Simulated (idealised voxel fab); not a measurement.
Herein follows the process module entitled voxel transistor to metal.
In the cross-section labelled cut, the width is 195 nm and each square cell is 5 nm.
Cross-section format: a grid of square cells, given as bands from top to bottom; each band is one or more rows of cells.
It is stipulated that each band's entry specify, in nanometres, the height of the top of the band and then that of its bottom, followed by the materials of the band in left-to-right sequence, each together with its width in nanometres. A single material marked by the word "all across" is understood to fill the band from edge to edge; the word "empty" is understood to denote empty space.
Heights are measured from 0, the level below which the as-received wafer is all one material; the lowest band has no bottom and continues downward, written as in "z 0 and below".
The notation "30->40" denotes a width that varies across the rows of cells in the band, beginning at the first number in the top row, finishing at the second number in the bottom row, and changing by an identical amount from each row to the next.
Basically "left unchanged" means that step didn't change any cell in the cross-section.
What "Closed internal voids" gives you is every empty space of 8 cells or more that is cut off from the top. Each appears as width x height at distance, with the distance taken from the left edge and width, height and distance all in nm.
Anything after a step's settings on that line? It's the simulator's own note about the step.
"overlay nm" on a masked step: distance the mask lay right of its planned place, negative for left.
## Process steps (planned)
1: RECEIVE: material Si
2: OXIDIZE: depth nm 5
3: CONFORMAL_DEP: material SiN, thk nm 15
4: MASKED_ETCH: tone cover, mask id ACTIVE, width nm 105, etch materials SiN, depth nm 15, overlay nm 0
5: MASKED_ETCH: tone cover, mask id ACTIVE, width nm 105, etch materials SiO2, depth nm 5, overlay nm 0
6: MASKED_ETCH: tone cover, mask id ACTIVE, width nm 105, etch materials Si, depth nm 20, overlay nm 0
7: FILL_DEP: material SiO2, thk nm 5
8: CMP: height nm 15
9: SELECTIVE_ETCH: etch materials SiO2, depth nm 5
10: STRIP: etch materials SiN
11: SELECTIVE_ETCH: etch materials SiO2, depth nm 5
12: OXIDIZE: depth nm 5
13: DIRECTIONAL_DEP: material polySi, thk nm 25
14: DIRECTIONAL_DEP: material SiCN, thk nm 10
15: DIRECTIONAL_DEP: material aC, thk nm 15
16: PATTERN: tone cover, mask id GATE, material resist, width nm 35, thk nm 30, overlay nm 0
17: DIRECTIONAL_ETCH: etch materials aC, depth nm 15
18: STRIP: etch materials resist
19: DIRECTIONAL_ETCH: etch materials SiCN, depth nm 20
20: DIRECTIONAL_ETCH: etch materials polySi, depth nm 35
21: STRIP: etch materials aC
22: CONFORMAL_DEP: material SiN, thk nm 5
23: DIRECTIONAL_ETCH: etch materials SiN, depth nm 5
24: DIRECTIONAL_ETCH: etch materials SiO2, depth nm 5
25: DIRECTIONAL_ETCH: etch materials Si, depth nm 5
26: EPI: material pSi, thk nm 5
27: FILL_DEP: material SiO2, thk nm 5
28: CMP: height nm 20
29: STRIP: etch materials polySi
30: SELECTIVE_ETCH: etch materials SiO2, depth nm 5
31: CONFORMAL_DEP: material HfO2, thk nm 5
32: CONFORMAL_DEP: material TiN, thk nm 5
33: FILL_DEP: material W, thk nm 5
34: CMP: height nm 15
35: DIRECTIONAL_DEP: material SiO2, thk nm 10
36: PATTERN: tone open, mask id CONTACT, material resist, width nm 15, pitch nm 80, thk nm 20, overlay nm 0
37: DIRECTIONAL_ETCH: etch materials SiO2, depth nm 35
38: STRIP: etch materials resist
39: CONFORMAL_DEP: material TiN, thk nm 5
40: FILL_DEP: material Ru, thk nm 10
41: CMP: height nm 25
42: DIRECTIONAL_DEP: material TiN, thk nm 5
43: DIRECTIONAL_DEP: material Ru, thk nm 25
44: MASKED_ETCH: tone cover, mask id METAL_1, width nm 15, pitch nm 80, etch materials Ru, depth nm 25, overlay nm 0
45: MASKED_ETCH: tone cover, mask id METAL_1, width nm 15, pitch nm 80, etch materials TiN, depth nm 5, overlay nm 0
46: FILL_DEP: material SiO2, thk nm 5
47: CMP: height nm 55
48: CONFORMAL_DEP: material SiN, thk nm 5
## Step 1 complete: cross-section of the wafer as received
z 0 and below  Si all across
Closed internal voids: none
## First of two wafers: cross-section at end of module, run per plan
z 60 to 55  SiN all across
z 55 to 30  SiO2: 50 | Ru: 15 | SiO2: 65 | Ru: 15 | SiO2: 50
z 30 to 25  SiO2: 50 | TiN: 15 | SiO2: 65 | TiN: 15 | SiO2: 50
z 25 to 15  SiO2: 50 | TiN: 5 | Ru: 5 | TiN: 5 | SiO2: 65 | TiN: 5 | Ru: 5 | TiN: 5 | SiO2: 50
z 15 to 5  SiO2: 50 | TiN: 5 | Ru: 5 | TiN: 5 | SiO2: 10 | SiN: 5 | HfO2: 5 | TiN: 5 | W: 15 | TiN: 5 | HfO2: 5 | SiN: 5 | SiO2: 10 | TiN: 5 | Ru: 5 | TiN: 5 | SiO2: 50
z 5 to 0  SiO2: 40 | SiN: 5 | SiO2: 5 | TiN: 5 | Ru: 5 | TiN: 5 | SiO2: 10 | SiN: 5 | HfO2: 5 | TiN: 5 | W: 15 | TiN: 5 | HfO2: 5 | SiN: 5 | SiO2: 10 | TiN: 5 | Ru: 5 | TiN: 5 | SiO2: 5 | SiN: 5 | SiO2: 40
z 0 to -5  SiO2: 40 | SiN: 5 | SiO2: 5 | TiN: 5 | Ru: 5 | TiN: 5 | SiO2: 10 | SiN: 5 | HfO2: 5 | TiN: 25 | HfO2: 5 | SiN: 5 | SiO2: 10 | TiN: 5 | Ru: 5 | TiN: 5 | SiO2: 5 | SiN: 5 | SiO2: 40
z -5 to -10  SiO2: 50 | TiN: 15 | SiO2: 5 | pSi: 5 | HfO2: 45 | pSi: 5 | SiO2: 5 | TiN: 15 | SiO2: 50
z -10 to -15  SiO2: 45 | pSi: 30 | Si: 45 | pSi: 30 | SiO2: 45
z -15 to -25  SiO2: 45 | Si: 105 | SiO2: 45
z -25 and below  Si all across
Closed internal voids: none
## Presented here is a cross-section of the second of the two wafers as it stood at the end of the module. It was started in the same manner and assigned the same plan as the first wafer; however, one mistake was made in its execution
z 60 to 55  SiN all across
z 55 to 30  SiO2: 50 | Ru: 15 | SiO2: 65 | Ru: 15 | SiO2: 50
z 30 to 25  SiO2: 50 | TiN: 15 | SiO2: 65 | TiN: 15 | SiO2: 50
z 25 to 15  SiO2: 50 | TiN: 5 | Ru: 5 | TiN: 5 | SiO2: 65 | TiN: 5 | Ru: 5 | TiN: 5 | SiO2: 50
z 15 to 5  SiO2: 50 | TiN: 5 | Ru: 5 | TiN: 5 | SiO2: 10 | SiN: 5 | HfO2: 5 | TiN: 5 | W: 15 | TiN: 5 | HfO2: 5 | SiN: 5 | SiO2: 10 | TiN: 5 | Ru: 5 | TiN: 5 | SiO2: 50
z 5 to 0  SiO2: 40 | SiN: 5 | SiO2: 5 | TiN: 5 | Ru: 5 | TiN: 5 | SiO2: 10 | SiN: 5 | HfO2: 5 | TiN: 5 | W: 15 | TiN: 5 | HfO2: 5 | SiN: 5 | SiO2: 10 | TiN: 5 | Ru: 5 | TiN: 5 | SiO2: 5 | SiN: 5 | SiO2: 40
z 0 to -5  SiO2: 40 | SiN: 5 | SiO2: 5 | TiN: 5 | Ru: 5 | TiN: 5 | SiO2: 10 | SiN: 5 | HfO2: 5 | TiN: 25 | HfO2: 5 | SiN: 5 | SiO2: 10 | TiN: 5 | Ru: 5 | TiN: 5 | SiO2: 5 | SiN: 5 | SiO2: 40
z -5 to -10  SiO2: 50 | TiN: 15 | SiO2: 5 | pSi: 5 | HfO2: 45 | pSi: 5 | SiO2: 5 | TiN: 15 | SiO2: 50
z -10 to -15  SiO2: 45 | pSi: 30 | Si: 45 | pSi: 30 | SiO2: 45
z -15 to -45  SiO2: 45 | Si: 105 | SiO2: 45
z -45 and below  Si all across
Closed internal voids: none
Which mistake was made when the wafer was run? step 6, plan: ran twice
Heads up, by the end the second wafer has more or fewer cells of some materials compared to the first: 72 fewer of Si, 72 more of SiO2
